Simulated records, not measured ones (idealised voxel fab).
Proc. module: voxel local oxidation
Shown is cross-section cut, with a width of 280 nm and square cells of size 5 nm.
Throughout this document, each cross-section is represented as a grid of square cells and is presented as a sequence of bands enumerated from the top downward, where a band comprises one or more rows of cells. A band entry consists of two parts. The first gives the height of the band's top and the height of its bottom, in nm. The rest lists the band's materials from left to right, each with its width in nm. A single material labelled with the word "full width" fills the band from edge to edge, and the word "empty" marks empty space. Where do heights start? At 0: under that level the wafer as delivered is made of one material only. And the lowest band has no floor; it just carries on downward, as in "0 down". The notation "30->40" denotes a width that varies across the rows of cells in the band, beginning at the first number in the top row, finishing at the second number in the bottom row, and changing by an identical amount from each row to the next. A step reported as "remained unchanged" is a step in which no cell of the cross-section changed. Closed empty spaces (no open way to the top) of 8 cells or more are what "Catalogued sealed voids" lists, each as width x height at distance from the left edge, nm for all three. Whatever follows a step's settings on its line is a remark the simulator itself makes about that step. overlay nm: how far to the right of its planned place the mask lay on this masked step (negative: to the left).

### Planned step list for the process
1. RECEIVE with material Si
2. CONFORMAL_DEP with material SiO2, thk nm 5
3. CONFORMAL_DEP with material SiN, thk nm 15
4. PATTERN with tone cover, mask id ACTIVE, material resist, width nm 95, thk nm 15, overlay nm 0
5. DIRECTIONAL_ETCH with etch materials SiN, depth nm 15
6. STRIP with etch materials resist
7. SELECTIVE_ETCH with etch materials SiO2, depth nm 5
8. OXIDIZE with depth nm 15
9. STRIP with etch materials SiN

### as received, after step 1
- 0 down  Si full width
- Catalogued sealed voids: none

### Wafer at module end, in section. Began as above, planned as above, run with one mistake
- 5 to 0  105 nm empty / 85 nm SiO2 / 90 nm empty
- 0 to -15  120 nm SiO2 / 55 nm Si / 105 nm SiO2
- -15 down  Si full width
- Catalogued sealed voids: none
what went wrong: in deviation from the planned setting, step 4 was conducted as PATTERN with tone cover, mask id ACTIVE, material resist, width nm 95, thk nm 15, overlay nm 10
